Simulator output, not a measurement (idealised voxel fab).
process module | voxel capacitor over wiring
cross-section cut | 205 nm wide | cells 5 nm
A cross-section is a grid of square cells, given in bands from the top down. A band is one or more rows of cells.
Each band's line starts with the height of the band's top and of its bottom, in nm. Then come its materials from left to right, each with its width in nm. One material with "throughout" fills the band from edge to edge. "air" is empty space.
Height 0 is the level under which the wafer as received is all one material. The lowest band goes on downwards, as in "0 down".
A width such as "30 to 40" changes by the same amount from each row of cells to the next, from the band's top row to its bottom row.
"no change" after a step means that no cell of the cross-section changed.
closed voids: empty space of 8 cells or more with no open way to the top, each as width x height at its distance from the left edge, in nm
after a step's settings: what the simulator itself notes on the step
overlay nm, on a step with a mask: how far to the right of its planned place the mask lay; to the left if negative
plan
1 op RECEIVE | material Si
2 op CONFORMAL_DEP | material SiO2 | thk nm 10
3 op DIRECTIONAL_DEP | material TiN | thk nm 5
4 op DIRECTIONAL_DEP | material Ru | thk nm 20
5 op MASKED_ETCH | tone cover | mask id METAL_1 | width nm 25 | pitch nm 90 | etch materials Ru | depth nm 20 | overlay nm 0
6 op MASKED_ETCH | tone cover | mask id METAL_1 | width nm 25 | pitch nm 90 | etch materials TiN | depth nm 5 | overlay nm 0
7 op CONFORMAL_DEP | material SiN | thk nm 5
8 op FILL_DEP | material SiO2 | thk nm 10
9 op CMP | height nm 35
10 op CONFORMAL_DEP | material SiCN | thk nm 5
11 op DIRECTIONAL_DEP | material lowk | thk nm 20
12 op DIRECTIONAL_DEP | material aC | thk nm 10
13 op PATTERN | tone open | mask id PLUG_1 | material resist | width nm 15 | thk nm 30 | overlay nm 0
14 op DIRECTIONAL_ETCH | etch materials aC | depth nm 10
15 op STRIP | etch materials resist
16 op DIRECTIONAL_ETCH | etch materials lowk | depth nm 20
17 op DIRECTIONAL_ETCH | etch materials SiCN | depth nm 5
18 op STRIP | etch materials aC
19 op EPI | material Ru | thk nm 10
20 op EPI | material Ru | thk nm 10
21 op EPI | material Ru | thk nm 5
22 op DIRECTIONAL_DEP | material TiN | thk nm 10
23 op DIRECTIONAL_DEP | material SiN | thk nm 5
24 op DIRECTIONAL_DEP | material TiN | thk nm 5
25 op PATTERN | tone cover | mask id UPPER_PLATE | material resist | width nm 70 | thk nm 15 | overlay nm 0
26 op DIRECTIONAL_ETCH | etch materials TiN | depth nm 5
27 op DIRECTIONAL_ETCH | etch materials SiN | depth nm 5
28 op STRIP | etch materials resist
29 op DIRECTIONAL_DEP | material aC | thk nm 15
30 op PATTERN | tone cover | mask id LOWER_PLATE | material resist | width nm 80 | thk nm 30 | overlay nm 0
31 op DIRECTIONAL_ETCH | etch materials aC | depth nm 15
32 op STRIP | etch materials resist
33 op DIRECTIONAL_ETCH | etch materials TiN | depth nm 10
34 op STRIP | etch materials aC
35 op FILL_DEP | material SiO2 | thk nm 20
36 op CMP | height nm 95
37 op MASKED_ETCH | tone open | mask id PLUG_2 | width nm 15 | etch materials SiO2 | depth nm 15 | overlay nm 0
38 op CONFORMAL_DEP | material TiN | thk nm 5
39 op FILL_DEP | material W | thk nm 10
40 op CMP | height nm 95
41 op CONFORMAL_DEP | material SiN | thk nm 5
as received, after step 1
  0 down: Si throughout
  closed voids: none
first wafer at the end, as planned
  100 to 95: SiN throughout
  95 to 85: SiO2 65 | TiN 5 | W 5 | TiN 5 | SiO2 125
  85 to 75: SiO2 65 to 55 | TiN 15 to 70 | SiO2 125 to 80
  75 to 70: SiO2 55 | SiN 70 | SiO2 80
  70 to 60: SiO2 50 | TiN 80 | SiO2 75
  60 to 40: lowk 55 | Ru 15 | lowk 135
  40 to 35: SiCN 55 | Ru 15 | SiCN 135
  35 to 15: SiO2 40 | SiN 5 | Ru 25 | SiN 5 | SiO2 55 | SiN 5 | Ru 25 | SiN 5 | SiO2 40
  15 to 10: SiN 45 | TiN 25 | SiN 65 | TiN 25 | SiN 45
  10 to 0: SiO2 throughout
  0 down: Si throughout
  closed voids: none
second wafer at the end: like start, like plan, one mistake
  100 to 95: SiN throughout
  95 to 85: SiO2 65 | TiN 5 | W 5 | TiN 5 | SiO2 125
  85 to 75: SiO2 65 to 55 | TiN 15 to 70 | SiO2 125 to 80
  75 to 70: SiO2 55 | SiN 70 | SiO2 80
  70 to 60: SiO2 50 | TiN 80 | SiO2 75
  60 to 40: lowk 55 | Ru 15 | lowk 135
  40 to 35: SiCN 55 | Ru 15 | SiCN 135
  35 to 15: SiO2 40 | SiN 5 | Ru 25 | SiN 5 | SiO2 55 | SiN 5 | Ru 25 | SiN 5 | SiO2 40
  15 to 10: SiN 45 | TiN 25 | SiN 65 | TiN 25 | SiN 45
  10 to 0: Ru throughout
  0 down: Si throughout
  closed voids: none
what went wrong: step 2 ran as: op CONFORMAL_DEP | material Ru | thk nm 10
at the end the second wafer has, in cells: 82 more of Ru | 82 fewer of SiO2
